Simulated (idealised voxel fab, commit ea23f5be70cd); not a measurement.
voxel plated lines: a process module
Square cell edge 5 nm, section width 160 nm, ID cut.
For the purposes of this document, a cross-section shall be understood as a grid of square cells, specified as bands listed in top-to-bottom order, each band consisting of one or more rows of cells.
What a band's entry tells you: where the top is and where the bottom is, as heights in nm, and after that what lies inside, material by material from left to right, each with its width in nm. Empty space is written as the word "blank", and a single material marked with the word "everywhere" occupies the band from edge to edge.
Beneath 0, the wafer as received is one material, and that level is where height counting begins. The lowest band goes on downward without a bottom; it is written like "0 and below".
The notation "30 to 40" denotes a width that varies across the rows of cells in the band, beginning at the first number in the top row, finishing at the second number in the bottom row, and changing by an identical amount from each row to the next.
No cell of the cross-section changed in a step that is given as "changes: none".
"Closed cavities" enumerates empty spaces isolated from the top, with no open way to it, that contain at least 8 cells, giving each as width x height at distance from the left edge, all three in nm.
Heads up: the bit after the settings on a step's line is the simulator's remark on that step.
overlay nm, on a step with a mask: how far to the right of its planned place the mask lay; to the left if negative

-- Here's what the planned process steps look like
1) RECEIVE, material Si
2) CONFORMAL_DEP, material SiO2, thk nm 5
3) DIRECTIONAL_DEP, material TiN, thk nm 5
4) PATTERN, tone open, mask id LINES, material resist, width nm 15, pitch nm 30, thk nm 25, overlay nm -15
5) EPI, material Ru, thk nm 5
6) EPI, material Ru, thk nm 5
7) STRIP, etch materials resist
8) DIRECTIONAL_ETCH, etch materials TiN, depth nm 5
9) CONFORMAL_DEP, material SiO2, thk nm 5
For clarity, it should be stated that the wafers under discussion commence in an identical condition and differ with respect to the overlay nm of step 4, the plan indicating the value that the first wafer had.

-- Cross-section: the first of several wafers in its as-received state, i.e. following step 1
* 0 and below  Si everywhere
* Closed cavities: none

-- Cross-section of the first of several wafers, taken after step 9, where the module ends
* 25 down to 20  blank=35, then SiO2=25, then blank=5, then SiO2=25, then blank=70
* 20 down to 10  blank=35, then SiO2=5, then Ru=15, then SiO2=5, then blank=5, then SiO2=5, then Ru=15, then SiO2=5, then blank=70
* 10 down to 5  SiO2=40, then TiN=15, then SiO2=15, then TiN=15, then SiO2=75
* 5 down to 0  SiO2 everywhere
* 0 and below  Si everywhere
* Closed cavities: none

-- At the end of the module, the last of several wafers in cross-section
* 25 down to 20  blank=65, then SiO2=25, then blank=5, then SiO2=25, then blank=40
* 20 down to 10  blank=65, then SiO2=5, then Ru=15, then SiO2=5, then blank=5, then SiO2=5, then Ru=15, then SiO2=5, then blank=40
* 10 down to 5  SiO2=70, then TiN=15, then SiO2=15, then TiN=15, then SiO2=45
* 5 down to 0  SiO2 everywhere
* 0 and below  Si everywhere
* Closed cavities: none

-- Each row below is a wafer at the end of the module, listing for every material the number of cells it has gained (+) or lost (-) since it was received, followed by its closed voids
overlay nm -15 | +12 Ru | +76 SiO2 | +6 TiN | Closed cavities: none
overlay nm -10 | +12 Ru | +76 SiO2 | +6 TiN | Closed cavities: none
overlay nm -5 | +12 Ru | +76 SiO2 | +6 TiN | Closed cavities: none
overlay nm 0 | +12 Ru | +76 SiO2 | +6 TiN | Closed cavities: none
overlay nm 5 | +12 Ru | +76 SiO2 | +6 TiN | Closed cavities: none
overlay nm 10 | +12 Ru | +76 SiO2 | +6 TiN | Closed cavities: none
overlay nm 15 | +12 Ru | +76 SiO2 | +6 TiN | Closed cavities: none
